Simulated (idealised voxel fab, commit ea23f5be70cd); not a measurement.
The document below concerns the process module designated voxel released beams.
Pictured: cross-section cut, 255 nm wide, on a grid of 5 nm square cells.
This document writes a cross-section as a grid whose cells are square, and gives it as bands, listed from the top down; one or more rows of cells form a band. This entry defines a band. It first specifies the height of the band's top and the height of its bottom in nm, and then specifies the band's materials from left to right, stating each material with its width in nm. The word "everywhere" identifies a single material that fills the band from edge to edge, while the word "air" identifies empty space. The level at which height equals 0 is the one under which the wafer, as it arrives, is entirely one material. No lower edge exists for the bottom band, which continues downward and is notated as in "top 0, no bottom". The width entry "30..40" should be interpreted row by row: the top row of cells in the band takes the first number, the bottom row takes the second number, and the change between adjacent rows is uniform throughout. Step note "all unchanged" = no cross-section cell changed. Heads up: "Sealed void inventory" only lists the empty pockets with no open path to the top that are 8 cells or more, and it writes them as width x height at distance, distance from the left edge, in nm. What comes after the settings on a step's line is commentary from the simulator itself on that step. "overlay nm" denotes, for a step that has a mask, the displacement of the mask to the right of its planned place, with negative values corresponding to the left.

# The steps planned for the process are as follows
1,RECEIVE with material Si
2,CONFORMAL_DEP with material SiN, thk nm 10
3,DIRECTIONAL_DEP with material SiO2, thk nm 10
4,MASKED_ETCH with tone open, mask id ANCHOR, width nm 35, etch materials SiO2, depth nm 10, overlay nm 0
5,CONFORMAL_DEP with material TiN, thk nm 15
6,MASKED_ETCH with tone cover, mask id BEAM, width nm 120, etch materials TiN, depth nm 15, overlay nm 0
7,STRIP with etch materials SiO2
Among the wafers covered here, the point of difference is the width nm at step 4; their starting state is shared, and the plan presents the value of the first wafer.

# first wafer as received, after step 1
top 0, no bottom = Si everywhere
Sealed void inventory: none

# The following table contains a row per wafer, in which are reported, at the conclusion of the module, the cells of each material gained (+) or lost (-) since the wafer's receipt, with its closed voids given thereafter
width nm 35, +102 SiN, +84 TiN, Sealed void inventory: none
width nm 40, +102 SiN, +84 TiN, Sealed void inventory: none
width nm 45, +102 SiN, +84 TiN, Sealed void inventory: none
width nm 50, +102 SiN, +84 TiN, Sealed void inventory: none
width nm 55, +102 SiN, +84 TiN, Sealed void inventory: none
width nm 60, +102 SiN, +84 TiN, Sealed void inventory: none
